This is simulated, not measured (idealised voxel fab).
process module | voxel air gaps
cross-section cut | 170 nm wide | cells 5 nm
A cross-section is a grid of square cells, given in bands from the top down. A band is one or more rows of cells.
Each band's line starts with the height of the band's top and of its bottom, in nm. Then come its materials from left to right, each with its width in nm. One material with "throughout" fills the band from edge to edge. "air" is empty space.
Height 0 is the level under which the wafer as received is all one material. The lowest band goes on downwards, as in "0 down".
A width such as "30 to 40" changes by the same amount from each row of cells to the next, from the band's top row to its bottom row.
"no change" after a step means that no cell of the cross-section changed.
closed voids: empty space of 8 cells or more with no open way to the top, each as width x height at its distance from the left edge, in nm
after a step's settings: what the simulator itself notes on the step
overlay nm, on a step with a mask: how far to the right of its planned place the mask lay; to the left if negative
plan
1 op RECEIVE | material Si
2 op CONFORMAL_DEP | material SiO2 | thk nm 15
3 op CONFORMAL_DEP | material SiCN | thk nm 5
4 op DIRECTIONAL_DEP | material lowk | thk nm 35
5 op MASKED_ETCH | tone open | mask id LINES | width nm 20 | pitch nm 50 | etch materials lowk | depth nm 35 | overlay nm 0
6 op CONFORMAL_DEP | material TiN | thk nm 5
7 op FILL_DEP | material Ru | thk nm 5
8 op CMP | height nm 55
9 op EPI | material Ru | thk nm 10
10 op SELECTIVE_ETCH | etch materials lowk | depth nm 45
11 op CONFORMAL_DEP | material SiCN | thk nm 5
first wafer, as planned
as received, after step 1
  0 down: Si throughout
  closed voids: none
after step 2
  15 to 0: SiO2 throughout
  below 0: unchanged
after step 3
  20 to 15: SiCN throughout
  below 15: unchanged
after step 4
  55 to 20: lowk throughout
  below 20: unchanged
after step 5
  55 to 20: lowk 25 | air 20 | lowk 30 | air 20 | lowk 30 | air 20 | lowk 25
  below 20: unchanged
after step 6
  60 to 55: TiN 30 | air 10 | TiN 40 | air 10 | TiN 40 | air 10 | TiN 30
  55 to 25: lowk 25 | TiN 5 | air 10 | TiN 5 | lowk 30 | TiN 5 | air 10 | TiN 5 | lowk 30 | TiN 5 | air 10 | TiN 5 | lowk 25
  25 to 20: lowk 25 | TiN 20 | lowk 30 | TiN 20 | lowk 30 | TiN 20 | lowk 25
  below 20: unchanged
after step 7
  65 to 60: Ru throughout
  60 to 55: TiN 30 | Ru 10 | TiN 40 | Ru 10 | TiN 40 | Ru 10 | TiN 30
  55 to 25: lowk 25 | TiN 5 | Ru 10 | TiN 5 | lowk 30 | TiN 5 | Ru 10 | TiN 5 | lowk 30 | TiN 5 | Ru 10 | TiN 5 | lowk 25
  below 25: unchanged
after step 8
  55 to 25: lowk 25 | TiN 5 | Ru 10 | TiN 5 | lowk 30 | TiN 5 | Ru 10 | TiN 5 | lowk 30 | TiN 5 | Ru 10 | TiN 5 | lowk 25
  below 25: unchanged
after step 9
  65 to 55: air 15 | Ru 40 | air 10 | Ru 40 | air 10 | Ru 40 | air 15
  below 55: unchanged
after step 10
  65 to 55: air 15 | Ru 40 | air 10 | Ru 40 | air 10 | Ru 40 | air 15
  55 to 25: air 25 | TiN 5 | Ru 10 | TiN 5 | air 30 | TiN 5 | Ru 10 | TiN 5 | air 30 | TiN 5 | Ru 10 | TiN 5 | air 25
  25 to 20: air 25 | TiN 20 | air 30 | TiN 20 | air 30 | TiN 20 | air 25
  below 20: unchanged
after step 11
  70 to 65: air 10 | SiCN 150 | air 10
  65 to 55: air 10 | SiCN 5 | Ru 40 | SiCN 10 | Ru 40 | SiCN 10 | Ru 40 | SiCN 5 | air 10
  55 to 50: air 10 | SiCN 15 | TiN 5 | Ru 10 | TiN 5 | SiCN 30 | TiN 5 | Ru 10 | TiN 5 | SiCN 30 | TiN 5 | Ru 10 | TiN 5 | SiCN 15 | air 10
  50 to 25: air 20 | SiCN 5 | TiN 5 | Ru 10 | TiN 5 | SiCN 5 | air 20 | SiCN 5 | TiN 5 | Ru 10 | TiN 5 | SiCN 5 | air 20 | SiCN 5 | TiN 5 | Ru 10 | TiN 5 | SiCN 5 | air 20
  25 to 20: SiCN 25 | TiN 20 | SiCN 30 | TiN 20 | SiCN 30 | TiN 20 | SiCN 25
  below 20: unchanged
  closed voids: 20 x 25 at 50; 20 x 25 at 100
second wafer: like start, like plan, one mistake. Through step 4 it matches the first wafer
when step 5 should have ended
  55 to 20: lowk 35 | air 20 | lowk 30 | air 20 | lowk 30 | air 20 | lowk 15
  below 20: unchanged
when step 6 should have ended
  60 to 55: TiN 40 | air 10 | TiN 40 | air 10 | TiN 40 | air 10 | TiN 20
  55 to 25: lowk 35 | TiN 5 | air 10 | TiN 5 | lowk 30 | TiN 5 | air 10 | TiN 5 | lowk 30 | TiN 5 | air 10 | TiN 5 | lowk 15
  25 to 20: lowk 35 | TiN 20 | lowk 30 | TiN 20 | lowk 30 | TiN 20 | lowk 15
  below 20: unchanged
when step 7 should have ended
  65 to 60: Ru throughout
  60 to 55: TiN 40 | Ru 10 | TiN 40 | Ru 10 | TiN 40 | Ru 10 | TiN 20
  55 to 25: lowk 35 | TiN 5 | Ru 10 | TiN 5 | lowk 30 | TiN 5 | Ru 10 | TiN 5 | lowk 30 | TiN 5 | Ru 10 | TiN 5 | lowk 15
  below 25: unchanged
when step 8 should have ended
  55 to 25: lowk 35 | TiN 5 | Ru 10 | TiN 5 | lowk 30 | TiN 5 | Ru 10 | TiN 5 | lowk 30 | TiN 5 | Ru 10 | TiN 5 | lowk 15
  below 25: unchanged
when step 9 should have ended
  65 to 55: air 25 | Ru 40 | air 10 | Ru 40 | air 10 | Ru 40 | air 5
  below 55: unchanged
when step 10 should have ended
  65 to 55: air 25 | Ru 40 | air 10 | Ru 40 | air 10 | Ru 40 | air 5
  55 to 25: air 35 | TiN 5 | Ru 10 | TiN 5 | air 30 | TiN 5 | Ru 10 | TiN 5 | air 30 | TiN 5 | Ru 10 | TiN 5 | air 15
  25 to 20: air 35 | TiN 20 | air 30 | TiN 20 | air 30 | TiN 20 | air 15
  below 20: unchanged
when step 11 should have ended
  70 to 65: air 20 | SiCN 150
  65 to 55: air 20 | SiCN 5 | Ru 40 | SiCN 10 | Ru 40 | SiCN 10 | Ru 40 | SiCN 5
  55 to 50: air 20 | SiCN 15 | TiN 5 | Ru 10 | TiN 5 | SiCN 30 | TiN 5 | Ru 10 | TiN 5 | SiCN 30 | TiN 5 | Ru 10 | TiN 5 | SiCN 15
  50 to 25: air 30 | SiCN 5 | TiN 5 | Ru 10 | TiN 5 | SiCN 5 | air 20 | SiCN 5 | TiN 5 | Ru 10 | TiN 5 | SiCN 5 | air 20 | SiCN 5 | TiN 5 | Ru 10 | TiN 5 | SiCN 5 | air 10
  25 to 20: SiCN 35 | TiN 20 | SiCN 30 | TiN 20 | SiCN 30 | TiN 20 | SiCN 15
  below 20: unchanged
  closed voids: 20 x 25 at 60; 20 x 25 at 110; 10 x 25 at 160
what went wrong: step 5 ran as: op MASKED_ETCH | tone open | mask id LINES | width nm 20 | pitch nm 50 | etch materials lowk | depth nm 35 | overlay nm 10
at the end the second wafer has, in cells: as many of each material as the first, in other places
closed voids at the end (first wafer, second wafer): 2, 3
